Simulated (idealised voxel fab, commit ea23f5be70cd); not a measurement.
Process module in this document: voxel transistor to metal
Cross-sectional view cut (width: 150 nm; square cell size: 5 nm).
Reading order for cross-sections: top band down to bottom band. Underlying form: a grid of square cells. Band size: one or more rows of cells.
In this notation a band is specified by the heights of its top and bottom, in that order and in nm, after which its materials appear from left to right, each paired with its width in nm. The word "full width" attached to a single material means that material fills the band from edge to edge; the word "blank" stands for empty space.
The reference from which all heights are counted is 0, the level beneath which the as-received wafer is entirely one material; the lowest band, having no lower bound, proceeds downward and is written after the example "top 0, no bottom".
Note: "30 to 40" means the width goes from the first number (top row of the band) to the second number (bottom row) in equal steps per row of cells.
The cross-section has no changed cell in any step marked "no change occurred".
Enclosed voids (no open way to top), threshold 8 cells or more, entry "Sealed-off cavities", notation width x height at distance, distance from left edge, nm.
What comes after the settings on a step's line is commentary from the simulator itself on that step.
Steps that use a mask can have "overlay nm" on their line. It says how far the mask sat to the right of where it was meant to be. Negative means to the left.
Read each pair as before and after one process step. The after cross-section shows only down to the lowest band that changed. The step between them and its settings are given below the pair. Pairs can come from different runs of this module on the same starting wafer. A pair continues from the pair above only where its "State on entry" entry says so.

STATE ON ENTRY
* top 0, no bottom: Si full width
* Sealed-off cavities: none

POST-STEP SNAPSHOT
* top 0, bottom -5: SiO2 full width
* Everything under -5 stays put, no change at all.
* Sealed-off cavities: none
The two cross-sections above bracket this step: OXIDIZE: depth nm 5

State on entry: we pick up right where the pair above leaves off, with its after cross-section.

POST-STEP SNAPSHOT
* top 10, bottom 0: SiN full width
* Everything under 0 stays put, no change at all.
* Sealed-off cavities: none
The two cross-sections above bracket this step: CONFORMAL_DEP: material SiN, thk nm 10

State on entry: we pick up right where the pair above leaves off, with its after cross-section.

POST-STEP SNAPSHOT
* top 10, bottom 0: 15 of blank  115 of SiN  20 of blank
* Everything under 0 stays put, no change at all.
* Sealed-off cavities: none
The two cross-sections above bracket this step: MASKED_ETCH: tone cover, mask id ACTIVE, width nm 115, etch materials SiN, depth nm 10, overlay nm 0

State on entry: we pick up right where the pair above leaves off, with its after cross-section.

POST-STEP SNAPSHOT
* top 10, bottom 0: 15 of blank  115 of SiN  20 of blank
* top 0, bottom -5: 15 of blank  115 of SiO2  20 of blank
* Everything under -5 stays put, no change at all.
* Sealed-off cavities: none
The two cross-sections above bracket this step: MASKED_ETCH: tone cover, mask id ACTIVE, width nm 115, etch materials SiO2, depth nm 5, overlay nm 0

State on entry: we pick up right where the pair above leaves off, with its after cross-section.

POST-STEP SNAPSHOT
* top 10, bottom 0: 15 of blank  115 of SiN  20 of blank
* top 0, bottom -5: 15 of blank  115 of SiO2  20 of blank
* top -5, bottom -30: 15 of blank  115 of Si  20 of blank
* Everything under -30 stays put, no change at all.
* Sealed-off cavities: none
The two cross-sections above bracket this step: MASKED_ETCH: tone cover, mask id ACTIVE, width nm 115, etch materials Si, depth nm 25, overlay nm 0

State on entry: we pick up right where the pair above leaves off, with its after cross-section.

POST-STEP SNAPSHOT
* top 10, bottom 0: 15 of blank  115 of SiN  20 of blank
* top 0, bottom -5: 15 of blank  115 of SiO2  20 of blank
* top -5, bottom -30: 15 of blank  5 of SiO2  105 of Si  5 of SiO2  20 of blank
* top -30, bottom -35: 20 of SiO2  105 of Si  25 of SiO2
* Everything under -35 stays put, no change at all.
* Sealed-off cavities: none
The two cross-sections above bracket this step: OXIDIZE: depth nm 5

State on entry: we pick up right where the pair above leaves off, with its after cross-section.

POST-STEP SNAPSHOT
* top 20, bottom 10: SiO2 full width
* top 10, bottom 0: 15 of SiO2  115 of SiN  20 of SiO2
* top 0, bottom -5: SiO2 full width
* top -5, bottom -35: 20 of SiO2  105 of Si  25 of SiO2
* Everything under -35 stays put, no change at all.
* Sealed-off cavities: none
The two cross-sections above bracket this step: FILL_DEP: material SiO2, thk nm 10

State on entry: we pick up right where the pair above leaves off, with its after cross-section.

POST-STEP SNAPSHOT
* top 10, bottom 0: 15 of SiO2  115 of SiN  20 of SiO2
* Everything under 0 stays put, no change at all.
* Sealed-off cavities: none
The two cross-sections above bracket this step: CMP: height nm 10

State on entry: we pick up right where the pair above leaves off, with its after cross-section.

POST-STEP SNAPSHOT
* top 10, bottom 5: 15 of blank  115 of SiN  20 of blank
* Everything under 5 stays put, no change at all.
* Sealed-off cavities: none
The two cross-sections above bracket this step: SELECTIVE_ETCH: etch materials SiO2, depth nm 5

State on entry: we pick up right where the pair above leaves off, with its after cross-section.

POST-STEP SNAPSHOT
* top 5, bottom 0: 15 of SiO2  115 of blank  20 of SiO2
* Everything under 0 stays put, no change at all.
* Sealed-off cavities: none
The two cross-sections above bracket this step: STRIP: etch materials SiN

State on entry: we pick up right where the pair above leaves off, with its after cross-section.

POST-STEP SNAPSHOT
* top 0, bottom -5: 10 of SiO2  125 of blank  15 of SiO2
* Everything under -5 stays put, no change at all.
* Sealed-off cavities: none
The two cross-sections above bracket this step: SELECTIVE_ETCH: etch materials SiO2, depth nm 5

State on entry: we pick up right where the pair above leaves off, with its after cross-section.

POST-STEP SNAPSHOT
* top 0, bottom -5: 10 of SiO2  125 of blank  15 of SiO2
* top -5, bottom -10: SiO2 full width
* Everything under -10 stays put, no change at all.
* Sealed-off cavities: none
The two cross-sections above bracket this step: OXIDIZE: depth nm 5

State on entry: we pick up right where the pair above leaves off, with its after cross-section.

POST-STEP SNAPSHOT
* top 30, bottom 25: 10 of polySi  125 of blank  15 of polySi
* top 25, bottom 0: polySi full width
* top 0, bottom -5: 10 of SiO2  125 of polySi  15 of SiO2
* Everything under -5 stays put, no change at all.
* Sealed-off cavities: none
The two cross-sections above bracket this step: DIRECTIONAL_DEP: material polySi, thk nm 30

State on entry: we pick up right where the pair above leaves off, with its after cross-section.

POST-STEP SNAPSHOT
* top 45, bottom 40: 10 of SiCN  125 of blank  15 of SiCN
* top 40, bottom 30: SiCN full width
* top 30, bottom 25: 10 of polySi  125 of SiCN  15 of polySi
* Everything under 25 stays put, no change at all.
* Sealed-off cavities: none
The two cross-sections above bracket this step: DIRECTIONAL_DEP: material SiCN, thk nm 15

State on entry: we pick up right where the pair above leaves off, with its after cross-section.

POST-STEP SNAPSHOT
* top 60, bottom 55: 10 of aC  125 of blank  15 of aC
* top 55, bottom 45: aC full width
* top 45, bottom 40: 10 of SiCN  125 of aC  15 of SiCN
* Everything under 40 stays put, no change at all.
* Sealed-off cavities: none
The two cross-sections above bracket this step: DIRECTIONAL_DEP: material aC, thk nm 15

State on entry: we pick up right where the pair above leaves off, with its after cross-section.

POST-STEP SNAPSHOT
* top 95, bottom 60: 60 of blank  25 of resist  65 of blank
* top 60, bottom 55: 10 of aC  50 of blank  25 of resist  50 of blank  15 of aC
* Everything under 55 stays put, no change at all.
* Sealed-off cavities: none
The two cross-sections above bracket this step: PATTERN: tone cover, mask id GATE, material resist, width nm 25, thk nm 35, overlay nm 0

State on entry: we pick up right where the pair above leaves off, with its after cross-section.

POST-STEP SNAPSHOT
* top 80, bottom 55: 60 of blank  25 of resist  65 of blank
* top 55, bottom 45: 60 of blank  25 of aC  65 of blank
* top 45, bottom 40: 10 of SiCN  50 of blank  25 of aC  50 of blank  15 of SiCN
* Everything under 40 stays put, no change at all.
* Sealed-off cavities: none
The two cross-sections above bracket this step: DIRECTIONAL_ETCH: etch materials aC, depth nm 15

State on entry: we pick up right where the pair above leaves off, with its after cross-section.

POST-STEP SNAPSHOT
* top 55, bottom 45: 60 of blank  25 of aC  65 of blank
* Everything under 45 stays put, no change at all.
* Sealed-off cavities: none
The two cross-sections above bracket this step: STRIP: etch materials resist

State on entry: we pick up right where the pair above leaves off, with its after cross-section.

POST-STEP SNAPSHOT
* top 55, bottom 40: 60 of blank  25 of aC  65 of blank
* top 40, bottom 30: 60 of blank  25 of SiCN  65 of blank
* top 30, bottom 25: 10 of polySi  50 of blank  25 of SiCN  50 of blank  15 of polySi
* Everything under 25 stays put, no change at all.
* Sealed-off cavities: none
The two cross-sections above bracket this step: DIRECTIONAL_ETCH: etch materials SiCN, depth nm 25

State on entry: we pick up right where the pair above leaves off, with its after cross-section.

POST-STEP SNAPSHOT
* top 55, bottom 40: 60 of blank  25 of aC  65 of blank
* top 40, bottom 25: 60 of blank  25 of SiCN  65 of blank
* top 25, bottom 0: 60 of blank  25 of polySi  65 of blank
* top 0, bottom -5: 10 of SiO2  50 of blank  25 of polySi  50 of blank  15 of SiO2
* Everything under -5 stays put, no change at all.
* Sealed-off cavities: none
The two cross-sections above bracket this step: DIRECTIONAL_ETCH: etch materials polySi, depth nm 40

State on entry: we pick up right where the pair above leaves off, with its after cross-section.

POST-STEP SNAPSHOT
* top 40, bottom 25: 60 of blank  25 of SiCN  65 of blank
* Everything under 25 stays put, no change at all.
* Sealed-off cavities: none
The two cross-sections above bracket this step: STRIP: etch materials aC

State on entry: we pick up right where the pair above leaves off, with its after cross-section.

POST-STEP SNAPSHOT
* top 45, bottom 40: 55 of blank  35 of SiN  60 of blank
* top 40, bottom 25: 55 of blank  5 of SiN  25 of SiCN  5 of SiN  60 of blank
* top 25, bottom 5: 55 of blank  5 of SiN  25 of polySi  5 of SiN  60 of blank
* top 5, bottom 0: 15 of SiN  40 of blank  5 of SiN  25 of polySi  5 of SiN  40 of blank  20 of SiN
* top 0, bottom -5: 10 of SiO2  50 of SiN  25 of polySi  50 of SiN  15 of SiO2
* Everything under -5 stays put, no change at all.
* Sealed-off cavities: none
The two cross-sections above bracket this step: CONFORMAL_DEP: material SiN, thk nm 5

State on entry: we pick up right where the pair above leaves off, with its after cross-section.

POST-STEP SNAPSHOT
* top 40, bottom 25: 55 of blank  5 of SiN  25 of SiCN  5 of SiN  60 of blank
* top 25, bottom 0: 55 of blank  5 of SiN  25 of polySi  5 of SiN  60 of blank
* top 0, bottom -5: 10 of SiO2  5 of SiN  40 of blank  5 of SiN  25 of polySi  5 of SiN  40 of blank  5 of SiN  15 of SiO2
* Everything under -5 stays put, no change at all.
* Sealed-off cavities: none
The two cross-sections above bracket this step: DIRECTIONAL_ETCH: etch materials SiN, depth nm 5

State on entry: we pick up right where the pair above leaves off, with its after cross-section.

POST-STEP SNAPSHOT
* top 40, bottom 25: 55 of blank  5 of SiN  25 of SiCN  5 of SiN  60 of blank
* top 25, bottom 0: 55 of blank  5 of SiN  25 of polySi  5 of SiN  60 of blank
* top 0, bottom -5: 10 of blank  5 of SiN  40 of blank  5 of SiN  25 of polySi  5 of SiN  40 of blank  5 of SiN  15 of blank
* top -5, bottom -10: 15 of SiO2  40 of blank  35 of SiO2  40 of blank  20 of SiO2
* Everything under -10 stays put, no change at all.
* Sealed-off cavities: none
The two cross-sections above bracket this step: DIRECTIONAL_ETCH: etch materials SiO2, depth nm 5

State on entry: we pick up right where the pair above leaves off, with its after cross-section.

POST-STEP SNAPSHOT
* top 40, bottom 25: 55 of blank  5 of SiN  25 of SiCN  5 of SiN  60 of blank
* top 25, bottom 0: 55 of blank  5 of SiN  25 of polySi  5 of SiN  60 of blank
* top 0, bottom -5: 10 of blank  5 of SiN  40 of blank  5 of SiN  25 of polySi  5 of SiN  40 of blank  5 of SiN  15 of blank
* top -5, bottom -10: 15 of SiO2  40 of nSi  35 of SiO2  40 of nSi  20 of SiO2
* Everything under -10 stays put, no change at all.
* Sealed-off cavities: none
The two cross-sections above bracket this step: EPI: material nSi, thk nm 5

State on entry: we pick up right where the pair above leaves off, with its after cross-section.

POST-STEP SNAPSHOT
* top 50, bottom 40: SiO2 full width
* top 40, bottom 25: 55 of SiO2  5 of SiN  25 of SiCN  5 of SiN  60 of SiO2
* top 25, bottom 0: 55 of SiO2  5 of SiN  25 of polySi  5 of SiN  60 of SiO2
* top 0, bottom -5: 10 of SiO2  5 of SiN  40 of SiO2  5 of SiN  25 of polySi  5 of SiN  40 of SiO2  5 of SiN  15 of SiO2
* Everything under -5 stays put, no change at all.
* Sealed-off cavities: none
The two cross-sections above bracket this step: FILL_DEP: material SiO2, thk nm 10

State on entry: we pick up right where the pair above leaves off, with its after cross-section.

POST-STEP SNAPSHOT
* top 25, bottom 0: 55 of SiO2  5 of SiN  25 of polySi  5 of SiN  60 of SiO2
* Everything under 0 stays put, no change at all.
* Sealed-off cavities: none
The two cross-sections above bracket this step: CMP: height nm 25

State on entry: we pick up right where the pair above leaves off, with its after cross-section.

POST-STEP SNAPSHOT
* top 25, bottom 0: 55 of SiO2  5 of SiN  25 of blank  5 of SiN  60 of SiO2
* top 0, bottom -5: 10 of SiO2  5 of SiN  40 of SiO2  5 of SiN  25 of blank  5 of SiN  40 of SiO2  5 of SiN  15 of SiO2
* Everything under -5 stays put, no change at all.
* Sealed-off cavities: none
The two cross-sections above bracket this step: STRIP: etch materials polySi

State on entry: we pick up right where the pair above leaves off, with its after cross-section.

POST-STEP SNAPSHOT
* top 25, bottom 20: 55 of blank  5 of SiN  25 of blank  5 of SiN  60 of blank
* top 20, bottom 0: 55 of SiO2  5 of SiN  25 of blank  5 of SiN  60 of SiO2
* top 0, bottom -5: 10 of SiO2  5 of SiN  40 of SiO2  5 of SiN  25 of blank  5 of SiN  40 of SiO2  5 of SiN  15 of SiO2
* top -5, bottom -10: 15 of SiO2  40 of nSi  35 of blank  40 of nSi  20 of SiO2
* Everything under -10 stays put, no change at all.
* Sealed-off cavities: none
The two cross-sections above bracket this step: SELECTIVE_ETCH: etch materials SiO2, depth nm 5

State on entry: we pick up right where the pair above leaves off, with its after cross-section.

POST-STEP SNAPSHOT
* top 30, bottom 25: 50 of blank  15 of HfO2  15 of blank  15 of HfO2  55 of blank
* top 25, bottom 20: 55 of HfO2  5 of SiN  5 of HfO2  15 of blank  5 of HfO2  5 of SiN  60 of HfO2
* top 20, bottom 0: 55 of SiO2  5 of SiN  5 of HfO2  15 of blank  5 of HfO2  5 of SiN  60 of SiO2
* top 0, bottom -5: 10 of SiO2  5 of SiN  40 of SiO2  5 of SiN  5 of HfO2  15 of blank  5 of HfO2  5 of SiN  40 of SiO2  5 of SiN  15 of SiO2
* top -5, bottom -10: 15 of SiO2  40 of nSi  35 of HfO2  40 of nSi  20 of SiO2
* Everything under -10 stays put, no change at all.
* Sealed-off cavities: none
The two cross-sections above bracket this step: CONFORMAL_DEP: material HfO2, thk nm 5

State on entry: we pick up right where the pair above leaves off, with its after cross-section.

POST-STEP SNAPSHOT
* top 35, bottom 30: 45 of blank  25 of TiN  5 of blank  25 of TiN  50 of blank
* top 30, bottom 25: 50 of TiN  15 of HfO2  5 of TiN  5 of blank  5 of TiN  15 of HfO2  55 of TiN
* top 25, bottom 20: 55 of HfO2  5 of SiN  5 of HfO2  5 of TiN  5 of blank  5 of TiN  5 of HfO2  5 of SiN  60 of HfO2
* top 20, bottom 0: 55 of SiO2  5 of SiN  5 of HfO2  5 of TiN  5 of blank  5 of TiN  5 of HfO2  5 of SiN  60 of SiO2
* top 0, bottom -5: 10 of SiO2  5 of SiN  40 of SiO2  5 of SiN  5 of HfO2  15 of TiN  5 of HfO2  5 of SiN  40 of SiO2  5 of SiN  15 of SiO2
* Everything under -5 stays put, no change at all.
* Sealed-off cavities: none
The two cross-sections above bracket this step: CONFORMAL_DEP: material TiN, thk nm 5

State on entry: we pick up right where the pair above leaves off, with its after cross-section.

POST-STEP SNAPSHOT
* top 40, bottom 35: W full width
* top 35, bottom 30: 45 of W  25 of TiN  5 of W  25 of TiN  50 of W
* top 30, bottom 25: 50 of TiN  15 of HfO2  5 of TiN  5 of W  5 of TiN  15 of HfO2  55 of TiN
* top 25, bottom 20: 55 of HfO2  5 of SiN  5 of HfO2  5 of TiN  5 of W  5 of TiN  5 of HfO2  5 of SiN  60 of HfO2
* top 20, bottom 0: 55 of SiO2  5 of SiN  5 of HfO2  5 of TiN  5 of W  5 of TiN  5 of HfO2  5 of SiN  60 of SiO2
* Everything under 0 stays put, no change at all.
* Sealed-off cavities: none
The two cross-sections above bracket this step: FILL_DEP: material W, thk nm 5

State on entry: we pick up right where the pair above leaves off, with its after cross-section.

POST-STEP SNAPSHOT
* top 20, bottom 0: 55 of SiO2  5 of SiN  5 of HfO2  5 of TiN  5 of W  5 of TiN  5 of HfO2  5 of SiN  60 of SiO2
* Everything under 0 stays put, no change at all.
* Sealed-off cavities: none
The two cross-sections above bracket this step: CMP: height nm 20

State on entry: we pick up right where the pair above leaves off, with its after cross-section.

POST-STEP SNAPSHOT
* top 30, bottom 20: SiO2 full width
* Everything under 20 stays put, no change at all.
* Sealed-off cavities: none
The two cross-sections above bracket this step: DIRECTIONAL_DEP: material SiO2, thk nm 10

State on entry: we pick up right where the pair above leaves off, with its after cross-section.

POST-STEP SNAPSHOT
* top 40, bottom 30: aC full width
* Everything under 30 stays put, no change at all.
* Sealed-off cavities: none
The two cross-sections above bracket this step: DIRECTIONAL_DEP: material aC, thk nm 10

State on entry: we pick up right where the pair above leaves off, with its after cross-section.

POST-STEP SNAPSHOT
* top 65, bottom 40: 20 of resist  20 of blank  65 of resist  20 of blank  25 of resist
* Everything under 40 stays put, no change at all.
* Sealed-off cavities: none
The two cross-sections above bracket this step: PATTERN: tone open, mask id CONTACT, material resist, width nm 20, pitch nm 85, thk nm 25, overlay nm 0

State on entry: we pick up right where the pair above leaves off, with its after cross-section.

POST-STEP SNAPSHOT
* top 55, bottom 40: 20 of resist  20 of blank  65 of resist  20 of blank  25 of resist
* top 40, bottom 30: 20 of aC  20 of blank  65 of aC  20 of blank  25 of aC
* Everything under 30 stays put, no change at all.
* Sealed-off cavities: none
The two cross-sections above bracket this step: DIRECTIONAL_ETCH: etch materials aC, depth nm 10

State on entry: we pick up right where the pair above leaves off, with its after cross-section.

POST-STEP SNAPSHOT
* top 40, bottom 30: 20 of aC  20 of blank  65 of aC  20 of blank  25 of aC
* Everything under 30 stays put, no change at all.
* Sealed-off cavities: none
The two cross-sections above bracket this step: STRIP: etch materials resist

State on entry: we pick up right where the pair above leaves off, with its after cross-section.

POST-STEP SNAPSHOT
* top 40, bottom 30: 20 of aC  20 of blank  65 of aC  20 of blank  25 of aC
* top 30, bottom 20: 20 of SiO2  20 of blank  65 of SiO2  20 of blank  25 of SiO2
* top 20, bottom 0: 20 of SiO2  20 of blank  15 of SiO2  5 of SiN  5 of HfO2  5 of TiN  5 of W  5 of TiN  5 of HfO2  5 of SiN  15 of SiO2  20 of blank  25 of SiO2
* top 0, bottom -5: 10 of SiO2  5 of SiN  5 of SiO2  20 of blank  15 of SiO2  5 of SiN  5 of HfO2  15 of TiN  5 of HfO2  5 of SiN  15 of SiO2  20 of blank  5 of SiO2  5 of SiN  15 of SiO2
* Everything under -5 stays put, no change at all.
* Sealed-off cavities: none
The two cross-sections above bracket this step: DIRECTIONAL_ETCH: etch materials SiO2, depth nm 35

State on entry: we pick up right where the pair above leaves off, with its after cross-section.

POST-STEP SNAPSHOT
* top 30, bottom 20: 20 of SiO2  20 of blank  65 of SiO2  20 of blank  25 of SiO2
* Everything under 20 stays put, no change at all.
* Sealed-off cavities: none
The two cross-sections above bracket this step: STRIP: etch materials aC

State on entry: we pick up right where the pair above leaves off, with its after cross-section.

POST-STEP SNAPSHOT
* top 35, bottom 30: 25 of TiN  10 of blank  75 of TiN  10 of blank  30 of TiN
* top 30, bottom 20: 20 of SiO2  5 of TiN  10 of blank  5 of TiN  65 of SiO2  5 of TiN  10 of blank  5 of TiN  25 of SiO2
* top 20, bottom 0: 20 of SiO2  5 of TiN  10 of blank  5 of TiN  15 of SiO2  5 of SiN  5 of HfO2  5 of TiN  5 of W  5 of TiN  5 of HfO2  5 of SiN  15 of SiO2  5 of TiN  10 of blank  5 of TiN  25 of SiO2
* top 0, bottom -5: 10 of SiO2  5 of SiN  5 of SiO2  20 of TiN  15 of SiO2  5 of SiN  5 of HfO2  15 of TiN  5 of HfO2  5 of SiN  15 of SiO2  20 of TiN  5 of SiO2  5 of SiN  15 of SiO2
* Everything under -5 stays put, no change at all.
* Sealed-off cavities: none
The two cross-sections above bracket this step: CONFORMAL_DEP: material TiN, thk nm 5

State on entry: we pick up right where the pair above leaves off, with its after cross-section.

POST-STEP SNAPSHOT
* top 45, bottom 35: W full width
* top 35, bottom 30: 25 of TiN  10 of W  75 of TiN  10 of W  30 of TiN
* top 30, bottom 20: 20 of SiO2  5 of TiN  10 of W  5 of TiN  65 of SiO2  5 of TiN  10 of W  5 of TiN  25 of SiO2
* top 20, bottom 0: 20 of SiO2  5 of TiN  10 of W  5 of TiN  15 of SiO2  5 of SiN  5 of HfO2  5 of TiN  5 of W  5 of TiN  5 of HfO2  5 of SiN  15 of SiO2  5 of TiN  10 of W  5 of TiN  25 of SiO2
* Everything under 0 stays put, no change at all.
* Sealed-off cavities: none
The two cross-sections above bracket this step: FILL_DEP: material W, thk nm 10

State on entry: we pick up right where the pair above leaves off, with its after cross-section.

POST-STEP SNAPSHOT
* top 30, bottom 20: 20 of SiO2  5 of TiN  10 of W  5 of TiN  65 of SiO2  5 of TiN  10 of W  5 of TiN  25 of SiO2
* Everything under 20 stays put, no change at all.
* Sealed-off cavities: none
The two cross-sections above bracket this step: CMP: height nm 30

State on entry: we pick up right where the pair above leaves off, with its after cross-section.

POST-STEP SNAPSHOT
* top 35, bottom 30: TiN full width
* Everything under 30 stays put, no change at all.
* Sealed-off cavities: none
The two cross-sections above bracket this step: DIRECTIONAL_DEP: material TiN, thk nm 5

State on entry: we pick up right where the pair above leaves off, with its after cross-section.

POST-STEP SNAPSHOT
* top 50, bottom 35: W full width
* Everything under 35 stays put, no change at all.
* Sealed-off cavities: none
The two cross-sections above bracket this step: DIRECTIONAL_DEP: material W, thk nm 15

State on entry: we pick up right where the pair above leaves off, with its after cross-section.

POST-STEP SNAPSHOT
* top 65, bottom 50: aC full width
* Everything under 50 stays put, no change at all.
* Sealed-off cavities: none
The two cross-sections above bracket this step: DIRECTIONAL_DEP: material aC, thk nm 15

State on entry: we pick up right where the pair above leaves off, with its after cross-section.

POST-STEP SNAPSHOT
* top 95, bottom 65: 20 of blank  20 of resist  65 of blank  20 of resist  25 of blank
* Everything under 65 stays put, no change at all.
* Sealed-off cavities: none
The two cross-sections above bracket this step: PATTERN: tone cover, mask id METAL_1, material resist, width nm 20, pitch nm 85, thk nm 30, overlay nm 0

State on entry: we pick up right where the pair above leaves off, with its after cross-section.

POST-STEP SNAPSHOT
* top 80, bottom 65: 20 of blank  20 of resist  65 of blank  20 of resist  25 of blank
* top 65, bottom 50: 20 of blank  20 of aC  65 of blank  20 of aC  25 of blank
* Everything under 50 stays put, no change at all.
* Sealed-off cavities: none
The two cross-sections above bracket this step: DIRECTIONAL_ETCH: etch materials aC, depth nm 15

State on entry: we pick up right where the pair above leaves off, with its after cross-section.

POST-STEP SNAPSHOT
* top 65, bottom 50: 20 of blank  20 of aC  65 of blank  20 of aC  25 of blank
* Everything under 50 stays put, no change at all.
* Sealed-off cavities: none
The two cross-sections above bracket this step: STRIP: etch materials resist

State on entry: we pick up right where the pair above leaves off, with its after cross-section.

POST-STEP SNAPSHOT
* top 65, bottom 50: 20 of blank  20 of aC  65 of blank  20 of aC  25 of blank
* top 50, bottom 35: 20 of blank  20 of W  65 of blank  20 of W  25 of blank
* Everything under 35 stays put, no change at all.
* Sealed-off cavities: none
The two cross-sections above bracket this step: DIRECTIONAL_ETCH: etch materials W, depth nm 15

State on entry: we pick up right where the pair above leaves off, with its after cross-section.

POST-STEP SNAPSHOT
* top 65, bottom 50: 20 of blank  20 of aC  65 of blank  20 of aC  25 of blank
* top 50, bottom 35: 20 of blank  20 of W  65 of blank  20 of W  25 of blank
* top 35, bottom 30: 20 of blank  20 of TiN  65 of blank  20 of TiN  25 of blank
* Everything under 30 stays put, no change at all.
* Sealed-off cavities: none
The two cross-sections above bracket this step: DIRECTIONAL_ETCH: etch materials TiN, depth nm 5

State on entry: we pick up right where the pair above leaves off, with its after cross-section.

POST-STEP SNAPSHOT
* top 50, bottom 35: 20 of blank  20 of W  65 of blank  20 of W  25 of blank
* Everything under 35 stays put, no change at all.
* Sealed-off cavities: none
The two cross-sections above bracket this step: STRIP: etch materials aC

State on entry: we pick up right where the pair above leaves off, with its after cross-section.

POST-STEP SNAPSHOT
* top 55, bottom 50: 15 of blank  30 of SiCN  55 of blank  30 of SiCN  20 of blank
* top 50, bottom 35: 15 of blank  5 of SiCN  20 of W  5 of SiCN  55 of blank  5 of SiCN  20 of W  5 of SiCN  20 of blank
* top 35, bottom 30: 20 of SiCN  20 of TiN  65 of SiCN  20 of TiN  25 of SiCN
* Everything under 30 stays put, no change at all.
* Sealed-off cavities: none
The two cross-sections above bracket this step: CONFORMAL_DEP: material SiCN, thk nm 5

State on entry: we pick up right where the pair above leaves off, with its after cross-section.

POST-STEP SNAPSHOT
* top 65, bottom 55: lowk full width
* top 55, bottom 50: 15 of lowk  30 of SiCN  55 of lowk  30 of SiCN  20 of lowk
* top 50, bottom 35: 15 of lowk  5 of SiCN  20 of W  5 of SiCN  55 of lowk  5 of SiCN  20 of W  5 of SiCN  20 of lowk
* Everything under 35 stays put, no change at all.
* Sealed-off cavities: none
The two cross-sections above bracket this step: FILL_DEP: material lowk, thk nm 10

State on entry: we pick up right where the pair above leaves off, with its after cross-section.

POST-STEP SNAPSHOT
* top 50, bottom 35: 15 of lowk  5 of SiCN  20 of W  5 of SiCN  55 of lowk  5 of SiCN  20 of W  5 of SiCN  20 of lowk
* Everything under 35 stays put, no change at all.
* Sealed-off cavities: none
The two cross-sections above bracket this step: CMP: height nm 50

State on entry: we pick up right where the pair above leaves off, with its after cross-section.

POST-STEP SNAPSHOT
* top 55, bottom 50: SiCN full width
* Everything under 50 stays put, no change at all.
* Sealed-off cavities: none
The two cross-sections above bracket this step: CONFORMAL_DEP: material SiCN, thk nm 5

State on entry: we pick up right where the pair above leaves off, with its after cross-section.

POST-STEP SNAPSHOT
* top 90, bottom 55: lowk full width
* Everything under 55 stays put, no change at all.
* Sealed-off cavities: none
The two cross-sections above bracket this step: DIRECTIONAL_DEP: material lowk, thk nm 35

State on entry: we pick up right where the pair above leaves off, with its after cross-section.

POST-STEP SNAPSHOT
* top 110, bottom 90: 20 of resist  20 of blank  65 of resist  20 of blank  25 of resist
* Everything under 90 stays put, no change at all.
* Sealed-off cavities: none
The two cross-sections above bracket this step: PATTERN: tone open, mask id METAL_2, material resist, width nm 20, pitch nm 85, thk nm 20, overlay nm 0

State on entry: we pick up right where the pair above leaves off, with its after cross-section.

POST-STEP SNAPSHOT
* top 110, bottom 90: 20 of resist  20 of blank  65 of resist  20 of blank  25 of resist
* top 90, bottom 70: 20 of lowk  20 of blank  65 of lowk  20 of blank  25 of lowk
* Everything under 70 stays put, no change at all.
* Sealed-off cavities: none
The two cross-sections above bracket this step: DIRECTIONAL_ETCH: etch materials lowk, depth nm 20

State on entry: we pick up right where the pair above leaves off, with its after cross-section.

POST-STEP SNAPSHOT
* top 90, bottom 70: 20 of lowk  20 of blank  65 of lowk  20 of blank  25 of lowk
* Everything under 70 stays put, no change at all.
* Sealed-off cavities: none
The two cross-sections above bracket this step: STRIP: etch materials resist

State on entry: we pick up right where the pair above leaves off, with its after cross-section.

POST-STEP SNAPSHOT
* top 105, bottom 90: 20 of aC  20 of blank  65 of aC  20 of blank  25 of aC
* top 90, bottom 85: 20 of lowk  20 of blank  65 of lowk  20 of blank  25 of lowk
* top 85, bottom 70: 20 of lowk  20 of aC  65 of lowk  20 of aC  25 of lowk
* Everything under 70 stays put, no change at all.
* Sealed-off cavities: none
The two cross-sections above bracket this step: DIRECTIONAL_DEP: material aC, thk nm 15

State on entry: we pick up right where the pair above leaves off, with its after cross-section.

POST-STEP SNAPSHOT
* top 140, bottom 105: 20 of resist  15 of blank  70 of resist  15 of blank  30 of resist
* top 105, bottom 90: 20 of aC  15 of blank  5 of resist  65 of aC  15 of blank  5 of resist  25 of aC
* top 90, bottom 85: 20 of lowk  15 of blank  5 of resist  65 of lowk  15 of blank  5 of resist  25 of lowk
* Everything under 85 stays put, no change at all.
* Sealed-off cavities: none
The two cross-sections above bracket this step: PATTERN: tone open, mask id METAL_2_HOLES, material resist, width nm 15, pitch nm 85, thk nm 35, overlay nm 0

State on entry: we pick up right where the pair above leaves off, with its after cross-section.

POST-STEP SNAPSHOT
* top 125, bottom 105: 20 of resist  15 of blank  70 of resist  15 of blank  30 of resist
* top 105, bottom 90: 20 of aC  15 of blank  5 of resist  65 of aC  15 of blank  5 of resist  25 of aC
* top 90, bottom 85: 20 of lowk  15 of blank  5 of resist  65 of lowk  15 of blank  5 of resist  25 of lowk
* top 85, bottom 70: 20 of lowk  15 of blank  5 of aC  65 of lowk  15 of blank  5 of aC  25 of lowk
* Everything under 70 stays put, no change at all.
* Sealed-off cavities: none
The two cross-sections above bracket this step: DIRECTIONAL_ETCH: etch materials aC, depth nm 15

State on entry: we pick up right where the pair above leaves off, with its after cross-section.

POST-STEP SNAPSHOT
* top 105, bottom 90: 20 of aC  20 of blank  65 of aC  20 of blank  25 of aC
* top 90, bottom 85: 20 of lowk  20 of blank  65 of lowk  20 of blank  25 of lowk
* Everything under 85 stays put, no change at all.
* Sealed-off cavities: none
The two cross-sections above bracket this step: STRIP: etch materials resist

State on entry: we pick up right where the pair above leaves off, with its after cross-section.

POST-STEP SNAPSHOT
* top 105, bottom 90: 20 of aC  20 of blank  65 of aC  20 of blank  25 of aC
* top 90, bottom 85: 20 of lowk  20 of blank  65 of lowk  20 of blank  25 of lowk
* top 85, bottom 70: 20 of lowk  15 of blank  5 of aC  65 of lowk  15 of blank  5 of aC  25 of lowk
* top 70, bottom 55: 20 of lowk  15 of blank  70 of lowk  15 of blank  30 of lowk
* Everything under 55 stays put, no change at all.
* Sealed-off cavities: none
The two cross-sections above bracket this step: DIRECTIONAL_ETCH: etch materials lowk, depth nm 15
